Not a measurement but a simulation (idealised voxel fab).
The process module that follows is named voxel plated lines.
In the cross-section labelled cut, the width is 265 nm and each square cell is 5 nm.
A cross-section is a grid of square cells, given in bands from the top down. A band is one or more rows of cells. Heads up on the band format: heights come first, top then bottom, in nm. After that it's the materials left to right, each with its width in nm. A single material flagged "throughout" fills the whole band edge to edge, and "blank" means there's empty space there. Heights are reckoned from 0. Under this level, the received wafer is all of one material. The bottommost band is open-ended downward, for example "0 down". You'd read "30->40" like this: the band's top row of cells is as wide as the first number, its bottom row is as wide as the second, and going down, every row changes width by the same amount as the row before did. Where the words "no alterations made" appear for a step, the cross-section shows no cell changed by that step; every cell remained as before. Closed-off voids of 8+ cells (no open route to the top) go in "Unvented cavities", written width x height at distance from the left edge, in nm. Note: text after step settings on the step line = simulator remark on that step. "overlay nm" denotes, for a step that has a mask, the displacement of the mask to the right of its planned place, with negative values corresponding to the left.

# Steps planned for the process
1: RECEIVE | material Si
2: CONFORMAL_DEP | material Al2O3 | thk nm 10
3: DIRECTIONAL_DEP | material TiN | thk nm 5
4: PATTERN | tone open | mask id LINES | material resist | width nm 25 | pitch nm 45 | thk nm 20 | overlay nm 0
5: EPI | material Ru | thk nm 5
6: STRIP | etch materials resist
7: DIRECTIONAL_ETCH | etch materials TiN | depth nm 5
8: CONFORMAL_DEP | material SiCN | thk nm 10

# Incoming wafer, cross-sectional view, post step 1
	0 down  Si throughout
	Unvented cavities: none

# Run as planned - first of the two wafers cross-sectioned at the end of the module
	30 to 20  85 blank / 90 SiCN / 90 blank
	20 to 15  95 SiCN / 25 Ru / 20 SiCN / 25 Ru / 100 SiCN
	15 to 10  95 SiCN / 25 TiN / 20 SiCN / 25 TiN / 100 SiCN
	10 to 0  Al2O3 throughout
	0 down  Si throughout
	Unvented cavities: none

# This is the second of the two wafers, cross-sectioned at the end of the module; it started exactly like the first and was given the same plan, but it was run with one mistake
	20 to 10  85 blank / 90 SiCN / 90 blank
	10 to 5  95 SiCN / 25 Ru / 20 SiCN / 25 Ru / 100 SiCN
	5 to 0  95 SiCN / 25 TiN / 20 SiCN / 25 TiN / 100 SiCN
	0 down  Si throughout
	Unvented cavities: none
In executing the process, a mistake was made relative to the plan: plan step 2 never ran because it was skipped
Final wafer comparison in cells, second versus first, more or fewer per material: -106 Al2O3
